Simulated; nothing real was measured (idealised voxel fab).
process module | voxel wiring stack
It is cross-section cut that appears here, measuring 230 nm in width, its square cells being 5 nm in size.
How to read a cross-section here: the picture is a grid of square cells, written as bands going from the top down, and any band can span one or more rows of cells. Band: top and bottom heights (nm) first, top before bottom; then materials from left to right, widths in nm. "everywhere" marks a sole material filling the band edge to edge. "blank" denotes empty space. Heights are measured from 0, the level below which the as-received wafer is all one material; the lowest band has no bottom and continues downward, written as in "0 and below". Quick explanation for "30..40": the width changes in equal steps down the rows of cells, from the first number in the band's top row to the second number in its bottom row. When a step is marked "no modification", none of the cells in the cross-section changed during that step. Voids not open to the top, 8 cells minimum: see "Enclosed void inventory". Written width x height at distance; distance is from the left edge; nm. The remark found on a step's line after its settings is issued by the simulator itself and pertains to that step. If you see "overlay nm" on a step's line and that step has a mask, it's telling you how far right of where it was planned the mask ended up; a negative number means it went left instead.

**Planned process steps**
1,RECEIVE,material Si
2,CONFORMAL_DEP,material SiO2,thk nm 10
3,DIRECTIONAL_DEP,material TiN,thk nm 5
4,DIRECTIONAL_DEP,material W,thk nm 20
5,DIRECTIONAL_DEP,material aC,thk nm 10
6,PATTERN,tone cover,mask id METAL_1,material resist,width nm 25,pitch nm 55,thk nm 30,overlay nm 0
7,DIRECTIONAL_ETCH,etch materials aC,depth nm 10
8,STRIP,etch materials resist
9,DIRECTIONAL_ETCH,etch materials W,depth nm 20
10,DIRECTIONAL_ETCH,etch materials TiN,depth nm 5
11,STRIP,etch materials aC
12,CONFORMAL_DEP,material SiN,thk nm 5
13,FILL_DEP,material lowk,thk nm 5
14,CMP,height nm 35
15,CONFORMAL_DEP,material SiCN,thk nm 5
16,DIRECTIONAL_DEP,material lowk,thk nm 30
17,DIRECTIONAL_DEP,material aC,thk nm 15
18,PATTERN,tone open,mask id METAL_2_HOLES,material resist,width nm 15,pitch nm 110,thk nm 35,overlay nm 0
19,DIRECTIONAL_ETCH,etch materials aC,depth nm 15
20,STRIP,etch materials resist
21,DIRECTIONAL_ETCH,etch materials lowk,depth nm 30
22,STRIP,etch materials aC
23,DIRECTIONAL_DEP,material aC,thk nm 10
24,PATTERN,tone open,mask id METAL_2,material resist,width nm 25,pitch nm 55,thk nm 25,overlay nm 0
25,DIRECTIONAL_ETCH,etch materials aC,depth nm 10
26,STRIP,etch materials resist
27,DIRECTIONAL_ETCH,etch materials lowk,depth nm 20
28,DIRECTIONAL_ETCH,etch materials SiCN,depth nm 5
29,STRIP,etch materials aC
30,CONFORMAL_DEP,material TiN,thk nm 5
31,FILL_DEP,material Cu,thk nm 10
32,CMP,height nm 70
33,CONFORMAL_DEP,material SiCN,thk nm 5
34,DIRECTIONAL_DEP,material SiO2,thk nm 30
35,MASKED_ETCH,tone open,mask id METAL_3_HOLES,width nm 15,pitch nm 110,etch materials SiO2,depth nm 30,overlay nm 0
36,PATTERN,tone open,mask id METAL_3,material resist,width nm 25,pitch nm 55,thk nm 15,overlay nm 0
37,DIRECTIONAL_ETCH,etch materials SiO2,depth nm 15
38,DIRECTIONAL_ETCH,etch materials SiCN,depth nm 5
39,STRIP,etch materials resist
40,CONFORMAL_DEP,material TiN,thk nm 5
41,FILL_DEP,material Cu,thk nm 10
42,CMP,height nm 105
43,CONFORMAL_DEP,material SiCN,thk nm 5
44,DIRECTIONAL_DEP,material SiO2,thk nm 15
45,PATTERN,tone open,mask id PLUG_3,material resist,width nm 15,pitch nm 55,thk nm 15,overlay nm 0
46,DIRECTIONAL_ETCH,etch materials SiO2,depth nm 15
47,DIRECTIONAL_ETCH,etch materials SiCN,depth nm 5
48,STRIP,etch materials resist
49,EPI,material Ru,thk nm 10
50,EPI,material Ru,thk nm 10
51,DIRECTIONAL_DEP,material TiN,thk nm 5
52,DIRECTIONAL_DEP,material Ru,thk nm 20
53,DIRECTIONAL_DEP,material aC,thk nm 15
54,PATTERN,tone cover,mask id METAL_4,material resist,width nm 25,pitch nm 55,thk nm 35,overlay nm 0
55,DIRECTIONAL_ETCH,etch materials aC,depth nm 15
56,STRIP,etch materials resist
57,DIRECTIONAL_ETCH,etch materials Ru,depth nm 20
58,DIRECTIONAL_ETCH,etch materials TiN,depth nm 5
59,STRIP,etch materials aC
60,CONFORMAL_DEP,material SiCN,thk nm 5
61,FILL_DEP,material lowk,thk nm 5
62,CMP,height nm 150
63,CONFORMAL_DEP,material SiCN,thk nm 5

**On the first of the two wafers: run conducted according to plan**

**Cross-section of the wafer as it came to us, i.e., already through step 1**
  0 and below | Si everywhere
  Enclosed void inventory: none

**Presented here is a cross-section of the wafer after step 2 has been performed**
  10 down to 0 | SiO2 everywhere
  Lower than 0, everything is as it was.

**Presented here is a cross-section of the wafer after step 3 has been performed**
  15 down to 10 | TiN everywhere
  Lower than 10, everything is as it was.

**Presented here is a cross-section of the wafer after step 4 has been performed**
  35 down to 15 | W everywhere
  Lower than 15, everything is as it was.

**Presented here is a cross-section of the wafer after step 5 has been performed**
  45 down to 35 | aC everywhere
  Lower than 35, everything is as it was.

**Presented here is a cross-section of the wafer after step 6 has been performed**
  75 down to 45 | blank=20, resist=25, blank=30, resist=25, blank=30, resist=25, blank=30, resist=25, blank=20
  Lower than 45, everything is as it was.

**Presented here is a cross-section of the wafer after step 7 has been performed**
  65 down to 45 | blank=20, resist=25, blank=30, resist=25, blank=30, resist=25, blank=30, resist=25, blank=20
  45 down to 35 | blank=20, aC=25, blank=30, aC=25, blank=30, aC=25, blank=30, aC=25, blank=20
  Lower than 35, everything is as it was.

**Presented here is a cross-section of the wafer after step 8 has been performed**
  45 down to 35 | blank=20, aC=25, blank=30, aC=25, blank=30, aC=25, blank=30, aC=25, blank=20
  Lower than 35, everything is as it was.

**Presented here is a cross-section of the wafer after step 9 has been performed**
  45 down to 35 | blank=20, aC=25, blank=30, aC=25, blank=30, aC=25, blank=30, aC=25, blank=20
  35 down to 15 | blank=20, W=25, blank=30, W=25, blank=30, W=25, blank=30, W=25, blank=20
  Lower than 15, everything is as it was.

**Presented here is a cross-section of the wafer after step 10 has been performed**
  45 down to 35 | blank=20, aC=25, blank=30, aC=25, blank=30, aC=25, blank=30, aC=25, blank=20
  35 down to 15 | blank=20, W=25, blank=30, W=25, blank=30, W=25, blank=30, W=25, blank=20
  15 down to 10 | blank=20, TiN=25, blank=30, TiN=25, blank=30, TiN=25, blank=30, TiN=25, blank=20
  Lower than 10, everything is as it was.

**Presented here is a cross-section of the wafer after step 11 has been performed**
  35 down to 15 | blank=20, W=25, blank=30, W=25, blank=30, W=25, blank=30, W=25, blank=20
  Lower than 15, everything is as it was.

**Presented here is a cross-section of the wafer after step 12 has been performed**
  40 down to 35 | blank=15, SiN=35, blank=20, SiN=35, blank=20, SiN=35, blank=20, SiN=35, blank=15
  35 down to 15 | blank=15, SiN=5, W=25, SiN=5, blank=20, SiN=5, W=25, SiN=5, blank=20, SiN=5, W=25, SiN=5, blank=20, SiN=5, W=25, SiN=5, blank=15
  15 down to 10 | SiN=20, TiN=25, SiN=30, TiN=25, SiN=30, TiN=25, SiN=30, TiN=25, SiN=20
  Lower than 10, everything is as it was.

**Presented here is a cross-section of the wafer after step 13 has been performed**
  45 down to 40 | lowk everywhere
  40 down to 35 | lowk=15, SiN=35, lowk=20, SiN=35, lowk=20, SiN=35, lowk=20, SiN=35, lowk=15
  35 down to 15 | lowk=15, SiN=5, W=25, SiN=5, lowk=20, SiN=5, W=25, SiN=5, lowk=20, SiN=5, W=25, SiN=5, lowk=20, SiN=5, W=25, SiN=5, lowk=15
  Lower than 15, everything is as it was.

**Presented here is a cross-section of the wafer after step 14 has been performed**
  35 down to 15 | lowk=15, SiN=5, W=25, SiN=5, lowk=20, SiN=5, W=25, SiN=5, lowk=20, SiN=5, W=25, SiN=5, lowk=20, SiN=5, W=25, SiN=5, lowk=15
  Lower than 15, everything is as it was.

**Presented here is a cross-section of the wafer after step 15 has been performed**
  40 down to 35 | SiCN everywhere
  Lower than 35, everything is as it was.

**Presented here is a cross-section of the wafer after step 16 has been performed**
  70 down to 40 | lowk everywhere
  Lower than 40, everything is as it was.

**Presented here is a cross-section of the wafer after step 17 has been performed**
  85 down to 70 | aC everywhere
  Lower than 70, everything is as it was.

**Presented here is a cross-section of the wafer after step 18 has been performed**
  120 down to 85 | resist=20, blank=15, resist=95, blank=15, resist=85
  Lower than 85, everything is as it was.

**Presented here is a cross-section of the wafer after step 19 has been performed**
  105 down to 85 | resist=20, blank=15, resist=95, blank=15, resist=85
  85 down to 70 | aC=20, blank=15, aC=95, blank=15, aC=85
  Lower than 70, everything is as it was.

**Presented here is a cross-section of the wafer after step 20 has been performed**
  85 down to 70 | aC=20, blank=15, aC=95, blank=15, aC=85
  Lower than 70, everything is as it was.

**Presented here is a cross-section of the wafer after step 21 has been performed**
  85 down to 70 | aC=20, blank=15, aC=95, blank=15, aC=85
  70 down to 40 | lowk=20, blank=15, lowk=95, blank=15, lowk=85
  Lower than 40, everything is as it was.

**Presented here is a cross-section of the wafer after step 22 has been performed**
  70 down to 40 | lowk=20, blank=15, lowk=95, blank=15, lowk=85
  Lower than 40, everything is as it was.

**Presented here is a cross-section of the wafer after step 23 has been performed**
  80 down to 70 | aC=20, blank=15, aC=95, blank=15, aC=85
  70 down to 50 | lowk=20, blank=15, lowk=95, blank=15, lowk=85
  50 down to 40 | lowk=20, aC=15, lowk=95, aC=15, lowk=85
  Lower than 40, everything is as it was.

**Presented here is a cross-section of the wafer after step 24 has been performed**
  105 down to 80 | resist=20, blank=25, resist=30, blank=25, resist=30, blank=25, resist=30, blank=25, resist=20
  Lower than 80, everything is as it was.

**Presented here is a cross-section of the wafer after step 25 has been performed**
  95 down to 80 | resist=20, blank=25, resist=30, blank=25, resist=30, blank=25, resist=30, blank=25, resist=20
  80 down to 70 | aC=20, blank=25, aC=30, blank=25, aC=30, blank=25, aC=30, blank=25, aC=20
  70 down to 40 | lowk=20, blank=15, lowk=95, blank=15, lowk=85
  Lower than 40, everything is as it was.

**Presented here is a cross-section of the wafer after step 26 has been performed**
  80 down to 70 | aC=20, blank=25, aC=30, blank=25, aC=30, blank=25, aC=30, blank=25, aC=20
  Lower than 70, everything is as it was.

**Presented here is a cross-section of the wafer after step 27 has been performed**
  80 down to 70 | aC=20, blank=25, aC=30, blank=25, aC=30, blank=25, aC=30, blank=25, aC=20
  70 down to 50 | lowk=20, blank=25, lowk=30, blank=25, lowk=30, blank=25, lowk=30, blank=25, lowk=20
  Lower than 50, everything is as it was.

**Presented here is a cross-section of the wafer after step 28 has been performed**
  80 down to 70 | aC=20, blank=25, aC=30, blank=25, aC=30, blank=25, aC=30, blank=25, aC=20
  70 down to 50 | lowk=20, blank=25, lowk=30, blank=25, lowk=30, blank=25, lowk=30, blank=25, lowk=20
  50 down to 40 | lowk=20, blank=15, lowk=95, blank=15, lowk=85
  40 down to 35 | SiCN=20, blank=15, SiCN=95, blank=15, SiCN=85
  Lower than 35, everything is as it was.

**Presented here is a cross-section of the wafer after step 29 has been performed**
  70 down to 50 | lowk=20, blank=25, lowk=30, blank=25, lowk=30, blank=25, lowk=30, blank=25, lowk=20
  Lower than 50, everything is as it was.

**Presented here is a cross-section of the wafer after step 30 has been performed**
  75 down to 70 | TiN=25, blank=15, TiN=40, blank=15, TiN=40, blank=15, TiN=40, blank=15, TiN=25
  70 down to 55 | lowk=20, TiN=5, blank=15, TiN=5, lowk=30, TiN=5, blank=15, TiN=5, lowk=30, TiN=5, blank=15, TiN=5, lowk=30, TiN=5, blank=15, TiN=5, lowk=20
  55 down to 50 | lowk=20, TiN=5, blank=5, TiN=15, lowk=30, TiN=25, lowk=30, TiN=5, blank=5, TiN=15, lowk=30, TiN=25, lowk=20
  50 down to 40 | lowk=20, TiN=5, blank=5, TiN=5, lowk=95, TiN=5, blank=5, TiN=5, lowk=85
  40 down to 35 | SiCN=20, TiN=15, SiCN=95, TiN=15, SiCN=85
  Lower than 35, everything is as it was.

**Presented here is a cross-section of the wafer after step 31 has been performed**
  85 down to 75 | Cu everywhere
  75 down to 70 | TiN=25, Cu=15, TiN=40, Cu=15, TiN=40, Cu=15, TiN=40, Cu=15, TiN=25
  70 down to 55 | lowk=20, TiN=5, Cu=15, TiN=5, lowk=30, TiN=5, Cu=15, TiN=5, lowk=30, TiN=5, Cu=15, TiN=5, lowk=30, TiN=5, Cu=15, TiN=5, lowk=20
  55 down to 50 | lowk=20, TiN=5, Cu=5, TiN=15, lowk=30, TiN=25, lowk=30, TiN=5, Cu=5, TiN=15, lowk=30, TiN=25, lowk=20
  50 down to 40 | lowk=20, TiN=5, Cu=5, TiN=5, lowk=95, TiN=5, Cu=5, TiN=5, lowk=85
  Lower than 40, everything is as it was.

**Presented here is a cross-section of the wafer after step 32 has been performed**
  70 down to 55 | lowk=20, TiN=5, Cu=15, TiN=5, lowk=30, TiN=5, Cu=15, TiN=5, lowk=30, TiN=5, Cu=15, TiN=5, lowk=30, TiN=5, Cu=15, TiN=5, lowk=20
  Lower than 55, everything is as it was.

**Presented here is a cross-section of the wafer after step 33 has been performed**
  75 down to 70 | SiCN everywhere
  Lower than 70, everything is as it was.

**Presented here is a cross-section of the wafer after step 34 has been performed**
  105 down to 75 | SiO2 everywhere
  Lower than 75, everything is as it was.

**Presented here is a cross-section of the wafer after step 35 has been performed**
  105 down to 75 | SiO2=20, blank=15, SiO2=95, blank=15, SiO2=85
  Lower than 75, everything is as it was.

**Presented here is a cross-section of the wafer after step 36 has been performed**
  120 down to 105 | resist=20, blank=25, resist=30, blank=25, resist=30, blank=25, resist=30, blank=25, resist=20
  Lower than 105, everything is as it was.

**Presented here is a cross-section of the wafer after step 37 has been performed**
  120 down to 105 | resist=20, blank=25, resist=30, blank=25, resist=30, blank=25, resist=30, blank=25, resist=20
  105 down to 90 | SiO2=20, blank=25, SiO2=30, blank=25, SiO2=30, blank=25, SiO2=30, blank=25, SiO2=20
  Lower than 90, everything is as it was.

**Presented here is a cross-section of the wafer after step 38 has been performed**
  120 down to 105 | resist=20, blank=25, resist=30, blank=25, resist=30, blank=25, resist=30, blank=25, resist=20
  105 down to 90 | SiO2=20, blank=25, SiO2=30, blank=25, SiO2=30, blank=25, SiO2=30, blank=25, SiO2=20
  90 down to 75 | SiO2=20, blank=15, SiO2=95, blank=15, SiO2=85
  75 down to 70 | SiCN=20, blank=15, SiCN=95, blank=15, SiCN=85
  Lower than 70, everything is as it was.

**Presented here is a cross-section of the wafer after step 39 has been performed**
  105 down to 90 | SiO2=20, blank=25, SiO2=30, blank=25, SiO2=30, blank=25, SiO2=30, blank=25, SiO2=20
  Lower than 90, everything is as it was.

**Presented here is a cross-section of the wafer after step 40 has been performed**
  110 down to 105 | TiN=25, blank=15, TiN=40, blank=15, TiN=40, blank=15, TiN=40, blank=15, TiN=25
  105 down to 95 | SiO2=20, TiN=5, blank=15, TiN=5, SiO2=30, TiN=5, blank=15, TiN=5, SiO2=30, TiN=5, blank=15, TiN=5, SiO2=30, TiN=5, blank=15, TiN=5, SiO2=20
  95 down to 90 | SiO2=20, TiN=5, blank=5, TiN=15, SiO2=30, TiN=25, SiO2=30, TiN=5, blank=5, TiN=15, SiO2=30, TiN=25, SiO2=20
  90 down to 75 | SiO2=20, TiN=5, blank=5, TiN=5, SiO2=95, TiN=5, blank=5, TiN=5, SiO2=85
  75 down to 70 | SiCN=20, TiN=15, SiCN=95, TiN=15, SiCN=85
  Lower than 70, everything is as it was.

**Presented here is a cross-section of the wafer after step 41 has been performed**
  120 down to 110 | Cu everywhere
  110 down to 105 | TiN=25, Cu=15, TiN=40, Cu=15, TiN=40, Cu=15, TiN=40, Cu=15, TiN=25
  105 down to 95 | SiO2=20, TiN=5, Cu=15, TiN=5, SiO2=30, TiN=5, Cu=15, TiN=5, SiO2=30, TiN=5, Cu=15, TiN=5, SiO2=30, TiN=5, Cu=15, TiN=5, SiO2=20
  95 down to 90 | SiO2=20, TiN=5, Cu=5, TiN=15, SiO2=30, TiN=25, SiO2=30, TiN=5, Cu=5, TiN=15, SiO2=30, TiN=25, SiO2=20
  90 down to 75 | SiO2=20, TiN=5, Cu=5, TiN=5, SiO2=95, TiN=5, Cu=5, TiN=5, SiO2=85
  Lower than 75, everything is as it was.

**Presented here is a cross-section of the wafer after step 42 has been performed**
  105 down to 95 | SiO2=20, TiN=5, Cu=15, TiN=5, SiO2=30, TiN=5, Cu=15, TiN=5, SiO2=30, TiN=5, Cu=15, TiN=5, SiO2=30, TiN=5, Cu=15, TiN=5, SiO2=20
  Lower than 95, everything is as it was.

**Presented here is a cross-section of the wafer after step 43 has been performed**
  110 down to 105 | SiCN everywhere
  Lower than 105, everything is as it was.

**Presented here is a cross-section of the wafer after step 44 has been performed**
  125 down to 110 | SiO2 everywhere
  Lower than 110, everything is as it was.

**Presented here is a cross-section of the wafer after step 45 has been performed**
  140 down to 125 | resist=20, blank=15, resist=40, blank=15, resist=40, blank=15, resist=40, blank=15, resist=30
  Lower than 125, everything is as it was.

**Presented here is a cross-section of the wafer after step 46 has been performed**
  140 down to 125 | resist=20, blank=15, resist=40, blank=15, resist=40, blank=15, resist=40, blank=15, resist=30
  125 down to 110 | SiO2=20, blank=15, SiO2=40, blank=15, SiO2=40, blank=15, SiO2=40, blank=15, SiO2=30
  Lower than 110, everything is as it was.

**Presented here is a cross-section of the wafer after step 47 has been performed**
  140 down to 125 | resist=20, blank=15, resist=40, blank=15, resist=40, blank=15, resist=40, blank=15, resist=30
  125 down to 110 | SiO2=20, blank=15, SiO2=40, blank=15, SiO2=40, blank=15, SiO2=40, blank=15, SiO2=30
  110 down to 105 | SiCN=20, blank=15, SiCN=40, blank=15, SiCN=40, blank=15, SiCN=40, blank=15, SiCN=30
  Lower than 105, everything is as it was.

**Presented here is a cross-section of the wafer after step 48 has been performed**
  125 down to 110 | SiO2=20, blank=15, SiO2=40, blank=15, SiO2=40, blank=15, SiO2=40, blank=15, SiO2=30
  Lower than 110, everything is as it was.

**Presented here is a cross-section of the wafer after step 49 has been performed**
  125 down to 115 | SiO2=20, blank=15, SiO2=40, blank=15, SiO2=40, blank=15, SiO2=40, blank=15, SiO2=30
  115 down to 110 | SiO2=20, Ru=15, SiO2=40, Ru=15, SiO2=40, Ru=15, SiO2=40, Ru=15, SiO2=30
  110 down to 105 | SiCN=20, Ru=15, SiCN=40, Ru=15, SiCN=40, Ru=15, SiCN=40, Ru=15, SiCN=30
  Lower than 105, everything is as it was.

**Presented here is a cross-section of the wafer after step 50 has been performed**
  125 down to 110 | SiO2=20, Ru=15, SiO2=40, Ru=15, SiO2=40, Ru=15, SiO2=40, Ru=15, SiO2=30
  Lower than 110, everything is as it was.

**Presented here is a cross-section of the wafer after step 51 has been performed**
  130 down to 125 | TiN everywhere
  Lower than 125, everything is as it was.

**Presented here is a cross-section of the wafer after step 52 has been performed**
  150 down to 130 | Ru everywhere
  Lower than 130, everything is as it was.

**Presented here is a cross-section of the wafer after step 53 has been performed**
  165 down to 150 | aC everywhere
  Lower than 150, everything is as it was.

**Presented here is a cross-section of the wafer after step 54 has been performed**
  200 down to 165 | blank=20, resist=25, blank=30, resist=25, blank=30, resist=25, blank=30, resist=25, blank=20
  Lower than 165, everything is as it was.

**Presented here is a cross-section of the wafer after step 55 has been performed**
  185 down to 165 | blank=20, resist=25, blank=30, resist=25, blank=30, resist=25, blank=30, resist=25, blank=20
  165 down to 150 | blank=20, aC=25, blank=30, aC=25, blank=30, aC=25, blank=30, aC=25, blank=20
  Lower than 150, everything is as it was.

**Presented here is a cross-section of the wafer after step 56 has been performed**
  165 down to 150 | blank=20, aC=25, blank=30, aC=25, blank=30, aC=25, blank=30, aC=25, blank=20
  Lower than 150, everything is as it was.

**Presented here is a cross-section of the wafer after step 57 has been performed**
  165 down to 150 | blank=20, aC=25, blank=30, aC=25, blank=30, aC=25, blank=30, aC=25, blank=20
  150 down to 130 | blank=20, Ru=25, blank=30, Ru=25, blank=30, Ru=25, blank=30, Ru=25, blank=20
  Lower than 130, everything is as it was.

**Presented here is a cross-section of the wafer after step 58 has been performed**
  165 down to 150 | blank=20, aC=25, blank=30, aC=25, blank=30, aC=25, blank=30, aC=25, blank=20
  150 down to 130 | blank=20, Ru=25, blank=30, Ru=25, blank=30, Ru=25, blank=30, Ru=25, blank=20
  130 down to 125 | blank=20, TiN=25, blank=30, TiN=25, blank=30, TiN=25, blank=30, TiN=25, blank=20
  Lower than 125, everything is as it was.

**Presented here is a cross-section of the wafer after step 59 has been performed**
  150 down to 130 | blank=20, Ru=25, blank=30, Ru=25, blank=30, Ru=25, blank=30, Ru=25, blank=20
  Lower than 130, everything is as it was.

**Presented here is a cross-section of the wafer after step 60 has been performed**
  155 down to 150 | blank=15, SiCN=35, blank=20, SiCN=35, blank=20, SiCN=35, blank=20, SiCN=35, blank=15
  150 down to 130 | blank=15, SiCN=5, Ru=25, SiCN=5, blank=20, SiCN=5, Ru=25, SiCN=5, blank=20, SiCN=5, Ru=25, SiCN=5, blank=20, SiCN=5, Ru=25, SiCN=5, blank=15
  130 down to 125 | SiCN=20, TiN=25, SiCN=30, TiN=25, SiCN=30, TiN=25, SiCN=30, TiN=25, SiCN=20
  Lower than 125, everything is as it was.

**Presented here is a cross-section of the wafer after step 61 has been performed**
  160 down to 155 | lowk everywhere
  155 down to 150 | lowk=15, SiCN=35, lowk=20, SiCN=35, lowk=20, SiCN=35, lowk=20, SiCN=35, lowk=15
  150 down to 130 | lowk=15, SiCN=5, Ru=25, SiCN=5, lowk=20, SiCN=5, Ru=25, SiCN=5, lowk=20, SiCN=5, Ru=25, SiCN=5, lowk=20, SiCN=5, Ru=25, SiCN=5, lowk=15
  Lower than 130, everything is as it was.

**Presented here is a cross-section of the wafer after step 62 has been performed**
  150 down to 130 | lowk=15, SiCN=5, Ru=25, SiCN=5, lowk=20, SiCN=5, Ru=25, SiCN=5, lowk=20, SiCN=5, Ru=25, SiCN=5, lowk=20, SiCN=5, Ru=25, SiCN=5, lowk=15
  Lower than 130, everything is as it was.

**Presented here is a cross-section of the wafer after step 63 has been performed**
  155 down to 150 | SiCN everywhere
  Lower than 150, everything is as it was.

**Second of two: same start, same plan, one run error; steps up to and including 44 match the first**

**when step 45 should have ended**
  140 down to 125 | resist=25, blank=15, resist=40, blank=15, resist=40, blank=15, resist=40, blank=15, resist=25
  Lower than 125, everything is as it was.

**when step 46 should have ended**
  140 down to 125 | resist=25, blank=15, resist=40, blank=15, resist=40, blank=15, resist=40, blank=15, resist=25
  125 down to 110 | SiO2=25, blank=15, SiO2=40, blank=15, SiO2=40, blank=15, SiO2=40, blank=15, SiO2=25
  Lower than 110, everything is as it was.

**when step 47 should have ended**
  140 down to 125 | resist=25, blank=15, resist=40, blank=15, resist=40, blank=15, resist=40, blank=15, resist=25
  125 down to 110 | SiO2=25, blank=15, SiO2=40, blank=15, SiO2=40, blank=15, SiO2=40, blank=15, SiO2=25
  110 down to 105 | SiCN=25, blank=15, SiCN=40, blank=15, SiCN=40, blank=15, SiCN=40, blank=15, SiCN=25
  Lower than 105, everything is as it was.

**when step 48 should have ended**
  125 down to 110 | SiO2=25, blank=15, SiO2=40, blank=15, SiO2=40, blank=15, SiO2=40, blank=15, SiO2=25
  Lower than 110, everything is as it was.

**when step 49 should have ended**
  125 down to 115 | SiO2=25, blank=15, SiO2=40, blank=15, SiO2=40, blank=15, SiO2=40, blank=15, SiO2=25
  115 down to 110 | SiO2=25, Ru=15, SiO2=40, Ru=15, SiO2=40, Ru=15, SiO2=40, Ru=15, SiO2=25
  110 down to 105 | SiCN=25, Ru=15, SiCN=40, Ru=15, SiCN=40, Ru=15, SiCN=40, Ru=15, SiCN=25
  Lower than 105, everything is as it was.

**when step 50 should have ended**
  125 down to 110 | SiO2=25, Ru=15, SiO2=40, Ru=15, SiO2=40, Ru=15, SiO2=40, Ru=15, SiO2=25
  Lower than 110, everything is as it was.

**when step 51 should have ended**
  130 down to 125 | TiN everywhere
  Lower than 125, everything is as it was.

**when step 52 should have ended**
  150 down to 130 | Ru everywhere
  Lower than 130, everything is as it was.

**when step 53 should have ended**
  165 down to 150 | aC everywhere
  Lower than 150, everything is as it was.

**when step 54 should have ended**
  200 down to 165 | blank=20, resist=25, blank=30, resist=25, blank=30, resist=25, blank=30, resist=25, blank=20
  Lower than 165, everything is as it was.

**when step 55 should have ended**
  185 down to 165 | blank=20, resist=25, blank=30, resist=25, blank=30, resist=25, blank=30, resist=25, blank=20
  165 down to 150 | blank=20, aC=25, blank=30, aC=25, blank=30, aC=25, blank=30, aC=25, blank=20
  Lower than 150, everything is as it was.

**when step 56 should have ended**
  165 down to 150 | blank=20, aC=25, blank=30, aC=25, blank=30, aC=25, blank=30, aC=25, blank=20
  Lower than 150, everything is as it was.

**when step 57 should have ended**
  165 down to 150 | blank=20, aC=25, blank=30, aC=25, blank=30, aC=25, blank=30, aC=25, blank=20
  150 down to 130 | blank=20, Ru=25, blank=30, Ru=25, blank=30, Ru=25, blank=30, Ru=25, blank=20
  Lower than 130, everything is as it was.

**when step 58 should have ended**
  165 down to 150 | blank=20, aC=25, blank=30, aC=25, blank=30, aC=25, blank=30, aC=25, blank=20
  150 down to 130 | blank=20, Ru=25, blank=30, Ru=25, blank=30, Ru=25, blank=30, Ru=25, blank=20
  130 down to 125 | blank=20, TiN=25, blank=30, TiN=25, blank=30, TiN=25, blank=30, TiN=25, blank=20
  Lower than 125, everything is as it was.

**when step 59 should have ended**
  150 down to 130 | blank=20, Ru=25, blank=30, Ru=25, blank=30, Ru=25, blank=30, Ru=25, blank=20
  Lower than 130, everything is as it was.

**when step 60 should have ended**
  155 down to 150 | blank=15, SiCN=35, blank=20, SiCN=35, blank=20, SiCN=35, blank=20, SiCN=35, blank=15
  150 down to 130 | blank=15, SiCN=5, Ru=25, SiCN=5, blank=20, SiCN=5, Ru=25, SiCN=5, blank=20, SiCN=5, Ru=25, SiCN=5, blank=20, SiCN=5, Ru=25, SiCN=5, blank=15
  130 down to 125 | SiCN=20, TiN=25, SiCN=30, TiN=25, SiCN=30, TiN=25, SiCN=30, TiN=25, SiCN=20
  Lower than 125, everything is as it was.

**when step 61 should have ended**
  160 down to 155 | lowk everywhere
  155 down to 150 | lowk=15, SiCN=35, lowk=20, SiCN=35, lowk=20, SiCN=35, lowk=20, SiCN=35, lowk=15
  150 down to 130 | lowk=15, SiCN=5, Ru=25, SiCN=5, lowk=20, SiCN=5, Ru=25, SiCN=5, lowk=20, SiCN=5, Ru=25, SiCN=5, lowk=20, SiCN=5, Ru=25, SiCN=5, lowk=15
  Lower than 130, everything is as it was.

**when step 62 should have ended**
  150 down to 130 | lowk=15, SiCN=5, Ru=25, SiCN=5, lowk=20, SiCN=5, Ru=25, SiCN=5, lowk=20, SiCN=5, Ru=25, SiCN=5, lowk=20, SiCN=5, Ru=25, SiCN=5, lowk=15
  Lower than 130, everything is as it was.

**when step 63 should have ended**
  155 down to 150 | SiCN everywhere
  Lower than 150, everything is as it was.
What was the processing mistake? planned and actual differ for step 45; actual: PATTERN,tone open,mask id PLUG_3,material resist,width nm 15,pitch nm 55,thk nm 15,overlay nm 5
When the process is done, the second wafer contains the same cell count of every material as the first wafer, but distributed over other locations.
